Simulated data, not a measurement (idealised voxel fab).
Name of the process module below: voxel trench capacitor
The figure presents cross-section cut, which has a width of 245 nm and is divided into square cells with an edge length of 5 nm.
Reading order for cross-sections: top band down to bottom band. Underlying form: a grid of square cells. Band size: one or more rows of cells.
Look at the band entry: it leads with the top's height and the bottom's height in nm. Then it lists the materials left to right, with a width in nm for each. The word "throughout" on a single material says that material fills the band edge to edge. The word "empty" is empty space.
Heights from 0 (as-received wafer is one material below). Bottom band endless downward, as "z 0 and below".
You'd read "30->40" like this: the band's top row of cells is as wide as the first number, its bottom row is as wide as the second, and going down, every row changes width by the same amount as the row before did.
Where a step carries "stayed the same", the cross-section came out of it unchanged, cell for cell.
You'll see "Enclosed voids" listing empty spaces that have no way open to the top, as long as they're 8 cells or more; the notation is width x height at distance, where the distance is from the left edge, and all of it is in nm.
The remark found on a step's line after its settings is issued by the simulator itself and pertains to that step.
overlay nm: how far to the right of its planned place the mask lay on this masked step (negative: to the left).

So here's the lineup of process steps we planned
step 1: RECEIVE: material Si
step 2: CONFORMAL_DEP: material SiN, thk nm 5
step 3: PATTERN: tone open, mask id TRENCH, material resist, width nm 25, pitch nm 45, thk nm 20, overlay nm 0
step 4: DIRECTIONAL_ETCH: etch materials SiN, depth nm 5
step 5: DIRECTIONAL_ETCH: etch materials Si, depth nm 35
step 6: STRIP: etch materials resist
step 7: CONFORMAL_DEP: material HfO2, thk nm 5
step 8: CONFORMAL_DEP: material TiN, thk nm 5
step 9: FILL_DEP: material W, thk nm 5
step 10: CMP: height nm 5

Account of the first of two wafers, which was processed as intended

As-received state of the wafer in cross-section, equivalent to post-step 1
  z 0 and below: Si throughout
  Enclosed voids: none

After step 2: wafer cross-section
  z 5 to 0: SiN throughout
  Unchanged below 0.

After step 3: wafer cross-section
  z 25 to 5: resist=65, then empty=25, then resist=20, then empty=25, then resist=20, then empty=25, then resist=65
  Unchanged below 5.

After step 4: wafer cross-section
  z 25 to 5: resist=65, then empty=25, then resist=20, then empty=25, then resist=20, then empty=25, then resist=65
  z 5 to 0: SiN=65, then empty=25, then SiN=20, then empty=25, then SiN=20, then empty=25, then SiN=65
  Unchanged below 0.

After step 5: wafer cross-section
  z 25 to 5: resist=65, then empty=25, then resist=20, then empty=25, then resist=20, then empty=25, then resist=65
  z 5 to 0: SiN=65, then empty=25, then SiN=20, then empty=25, then SiN=20, then empty=25, then SiN=65
  z 0 to -35: Si=65, then empty=25, then Si=20, then empty=25, then Si=20, then empty=25, then Si=65
  Unchanged below -35.

After step 6: wafer cross-section
  z 5 to 0: SiN=65, then empty=25, then SiN=20, then empty=25, then SiN=20, then empty=25, then SiN=65
  Unchanged below 0.

After step 7: wafer cross-section
  z 10 to 5: HfO2=70, then empty=15, then HfO2=30, then empty=15, then HfO2=30, then empty=15, then HfO2=70
  z 5 to 0: SiN=65, then HfO2=5, then empty=15, then HfO2=5, then SiN=20, then HfO2=5, then empty=15, then HfO2=5, then SiN=20, then HfO2=5, then empty=15, then HfO2=5, then SiN=65
  z 0 to -30: Si=65, then HfO2=5, then empty=15, then HfO2=5, then Si=20, then HfO2=5, then empty=15, then HfO2=5, then Si=20, then HfO2=5, then empty=15, then HfO2=5, then Si=65
  z -30 to -35: Si=65, then HfO2=25, then Si=20, then HfO2=25, then Si=20, then HfO2=25, then Si=65
  Unchanged below -35.

After step 8: wafer cross-section
  z 15 to 10: TiN=75, then empty=5, then TiN=40, then empty=5, then TiN=40, then empty=5, then TiN=75
  z 10 to 5: HfO2=70, then TiN=5, then empty=5, then TiN=5, then HfO2=30, then TiN=5, then empty=5, then TiN=5, then HfO2=30, then TiN=5, then empty=5, then TiN=5, then HfO2=70
  z 5 to 0: SiN=65, then HfO2=5, then TiN=5, then empty=5, then TiN=5, then HfO2=5, then SiN=20, then HfO2=5, then TiN=5, then empty=5, then TiN=5, then HfO2=5, then SiN=20, then HfO2=5, then TiN=5, then empty=5, then TiN=5, then HfO2=5, then SiN=65
  z 0 to -25: Si=65, then HfO2=5, then TiN=5, then empty=5, then TiN=5, then HfO2=5, then Si=20, then HfO2=5, then TiN=5, then empty=5, then TiN=5, then HfO2=5, then Si=20, then HfO2=5, then TiN=5, then empty=5, then TiN=5, then HfO2=5, then Si=65
  z -25 to -30: Si=65, then HfO2=5, then TiN=15, then HfO2=5, then Si=20, then HfO2=5, then TiN=15, then HfO2=5, then Si=20, then HfO2=5, then TiN=15, then HfO2=5, then Si=65
  Unchanged below -30.

After step 9: wafer cross-section
  z 20 to 15: W throughout
  z 15 to 10: TiN=75, then W=5, then TiN=40, then W=5, then TiN=40, then W=5, then TiN=75
  z 10 to 5: HfO2=70, then TiN=5, then W=5, then TiN=5, then HfO2=30, then TiN=5, then W=5, then TiN=5, then HfO2=30, then TiN=5, then W=5, then TiN=5, then HfO2=70
  z 5 to 0: SiN=65, then HfO2=5, then TiN=5, then W=5, then TiN=5, then HfO2=5, then SiN=20, then HfO2=5, then TiN=5, then W=5, then TiN=5, then HfO2=5, then SiN=20, then HfO2=5, then TiN=5, then W=5, then TiN=5, then HfO2=5, then SiN=65
  z 0 to -25: Si=65, then HfO2=5, then TiN=5, then W=5, then TiN=5, then HfO2=5, then Si=20, then HfO2=5, then TiN=5, then W=5, then TiN=5, then HfO2=5, then Si=20, then HfO2=5, then TiN=5, then W=5, then TiN=5, then HfO2=5, then Si=65
  Unchanged below -25.

After step 10: wafer cross-section
  z 5 to 0: SiN=65, then HfO2=5, then TiN=5, then W=5, then TiN=5, then HfO2=5, then SiN=20, then HfO2=5, then TiN=5, then W=5, then TiN=5, then HfO2=5, then SiN=20, then HfO2=5, then TiN=5, then W=5, then TiN=5, then HfO2=5, then SiN=65
  Unchanged below 0.

Okay, second wafer. Nothing different at the start, nothing different in the plan, just one mistake somewhere in the running. As far as step 2, counting that step, it's the first wafer all over again

Second wafer: cross-section at the scheduled end of step 3
  z 25 to 5: resist=70, then empty=25, then resist=20, then empty=25, then resist=20, then empty=25, then resist=60
  Unchanged below 5.

Second wafer: cross-section at the scheduled end of step 4
  z 25 to 5: resist=70, then empty=25, then resist=20, then empty=25, then resist=20, then empty=25, then resist=60
  z 5 to 0: SiN=70, then empty=25, then SiN=20, then empty=25, then SiN=20, then empty=25, then SiN=60
  Unchanged below 0.

Second wafer: cross-section at the scheduled end of step 5
  z 25 to 5: resist=70, then empty=25, then resist=20, then empty=25, then resist=20, then empty=25, then resist=60
  z 5 to 0: SiN=70, then empty=25, then SiN=20, then empty=25, then SiN=20, then empty=25, then SiN=60
  z 0 to -35: Si=70, then empty=25, then Si=20, then empty=25, then Si=20, then empty=25, then Si=60
  Unchanged below -35.

Second wafer: cross-section at the scheduled end of step 6
  z 5 to 0: SiN=70, then empty=25, then SiN=20, then empty=25, then SiN=20, then empty=25, then SiN=60
  Unchanged below 0.

Second wafer: cross-section at the scheduled end of step 7
  z 10 to 5: HfO2=75, then empty=15, then HfO2=30, then empty=15, then HfO2=30, then empty=15, then HfO2=65
  z 5 to 0: SiN=70, then HfO2=5, then empty=15, then HfO2=5, then SiN=20, then HfO2=5, then empty=15, then HfO2=5, then SiN=20, then HfO2=5, then empty=15, then HfO2=5, then SiN=60
  z 0 to -30: Si=70, then HfO2=5, then empty=15, then HfO2=5, then Si=20, then HfO2=5, then empty=15, then HfO2=5, then Si=20, then HfO2=5, then empty=15, then HfO2=5, then Si=60
  z -30 to -35: Si=70, then HfO2=25, then Si=20, then HfO2=25, then Si=20, then HfO2=25, then Si=60
  Unchanged below -35.

Second wafer: cross-section at the scheduled end of step 8
  z 15 to 10: TiN=80, then empty=5, then TiN=40, then empty=5, then TiN=40, then empty=5, then TiN=70
  z 10 to 5: HfO2=75, then TiN=5, then empty=5, then TiN=5, then HfO2=30, then TiN=5, then empty=5, then TiN=5, then HfO2=30, then TiN=5, then empty=5, then TiN=5, then HfO2=65
  z 5 to 0: SiN=70, then HfO2=5, then TiN=5, then empty=5, then TiN=5, then HfO2=5, then SiN=20, then HfO2=5, then TiN=5, then empty=5, then TiN=5, then HfO2=5, then SiN=20, then HfO2=5, then TiN=5, then empty=5, then TiN=5, then HfO2=5, then SiN=60
  z 0 to -25: Si=70, then HfO2=5, then TiN=5, then empty=5, then TiN=5, then HfO2=5, then Si=20, then HfO2=5, then TiN=5, then empty=5, then TiN=5, then HfO2=5, then Si=20, then HfO2=5, then TiN=5, then empty=5, then TiN=5, then HfO2=5, then Si=60
  z -25 to -30: Si=70, then HfO2=5, then TiN=15, then HfO2=5, then Si=20, then HfO2=5, then TiN=15, then HfO2=5, then Si=20, then HfO2=5, then TiN=15, then HfO2=5, then Si=60
  Unchanged below -30.

Second wafer: cross-section at the scheduled end of step 9
  z 20 to 15: W throughout
  z 15 to 10: TiN=80, then W=5, then TiN=40, then W=5, then TiN=40, then W=5, then TiN=70
  z 10 to 5: HfO2=75, then TiN=5, then W=5, then TiN=5, then HfO2=30, then TiN=5, then W=5, then TiN=5, then HfO2=30, then TiN=5, then W=5, then TiN=5, then HfO2=65
  z 5 to 0: SiN=70, then HfO2=5, then TiN=5, then W=5, then TiN=5, then HfO2=5, then SiN=20, then HfO2=5, then TiN=5, then W=5, then TiN=5, then HfO2=5, then SiN=20, then HfO2=5, then TiN=5, then W=5, then TiN=5, then HfO2=5, then SiN=60
  z 0 to -25: Si=70, then HfO2=5, then TiN=5, then W=5, then TiN=5, then HfO2=5, then Si=20, then HfO2=5, then TiN=5, then W=5, then TiN=5, then HfO2=5, then Si=20, then HfO2=5, then TiN=5, then W=5, then TiN=5, then HfO2=5, then Si=60
  Unchanged below -25.

Second wafer: cross-section at the scheduled end of step 10
  z 5 to 0: SiN=70, then HfO2=5, then TiN=5, then W=5, then TiN=5, then HfO2=5, then SiN=20, then HfO2=5, then TiN=5, then W=5, then TiN=5, then HfO2=5, then SiN=20, then HfO2=5, then TiN=5, then W=5, then TiN=5, then HfO2=5, then SiN=60
  Unchanged below 0.
What broke from the plan during processing? step 3 ran differently from the plan; actual operation with settings: PATTERN: tone open, mask id TRENCH, material resist, width nm 25, pitch nm 45, thk nm 20, overlay nm 5
Final state: per-material cell counts identical on both wafers; locations differ.
